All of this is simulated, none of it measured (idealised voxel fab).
The following process module bears the name voxel released beams.
The width of the displayed cross-section, cut, is 200 nm; its cells are square, with a size of 5 nm.
Cross-section, as written here: a square-cell grid given band by band from the top down, where a band holds one or more rows of cells. Look at the band entry: it leads with the top's height and the bottom's height in nm. Then it lists the materials left to right, with a width in nm for each. The word "all across" on a single material says that material fills the band edge to edge. The word "blank" is empty space. Measure heights from 0. That's the level where, below it, the as-received wafer is all one material. The lowest band is bottomless and extends downward; write it as in "from 0 down". When a width is written as two numbers, as in "30->40", the first number is the width in the top row of cells of the band and the second is the width in its bottom row, and the width changes by the same amount from each row to the next. Any step labelled "remained unchanged" changed none of the cells in the cross-section. Entry "Voids lacking openings". Content: empty spaces with no open connection to the top, size 8 cells or greater. Each: width x height at distance. Distance: from left edge. Unit: nm. Where a step's line continues beyond its settings, the continuation is a remark by the simulator itself on that step. If you see "overlay nm" on a step's line and that step has a mask, it's telling you how far right of where it was planned the mask ended up; a negative number means it went left instead.

[The following list gives the planned process steps]
1: RECEIVE | material Si
2: CONFORMAL_DEP | material Al2O3 | thk nm 10
3: DIRECTIONAL_DEP | material SiO2 | thk nm 20
4: PATTERN | tone open | mask id ANCHOR | material resist | width nm 25 | thk nm 20 | overlay nm 0
5: DIRECTIONAL_ETCH | etch materials SiO2 | depth nm 20
6: STRIP | etch materials resist
7: CONFORMAL_DEP | material W | thk nm 10
8: MASKED_ETCH | tone cover | mask id BEAM | width nm 90 | etch materials W | depth nm 10 | overlay nm 0
9: STRIP | etch materials SiO2

[Cross-section of the wafer as it came to us, i.e., already through step 1]
	from 0 down  Si all across
	Voids lacking openings: none

[Cross-section taken at module completion on the first of two wafers; processed per the plan]
	from 40 to 30  blank 50 nm; W 15 nm; blank 5 nm; W 70 nm; blank 60 nm
	from 30 to 20  blank 55 nm; W 10 nm; blank 5 nm; W 10 nm; blank 120 nm
	from 20 to 10  blank 55 nm; W 25 nm; blank 120 nm
	from 10 to 0  Al2O3 all across
	from 0 down  Si all across
	Voids lacking openings: none

[Second wafer cross-section at end of module - shared start and plan with the first, one mistake in the run]
	from 45 to 35  blank 50 nm; W 90 nm; blank 60 nm
	from 35 to 30  W all across
	from 30 to 10  SiO2 55 nm; W 25 nm; SiO2 120 nm
	from 10 to 0  Al2O3 all across
	from 0 down  Si all across
	Voids lacking openings: none
Want to know what went wrong? it should be noted that step 7 was executed with settings other than those planned, the operation and settings actually applied being CONFORMAL_DEP | material W | thk nm 15
In the final state, the cell counts of the second wafer exceed or fall short of those of the first for the following materials: SiO2 +140, W +44
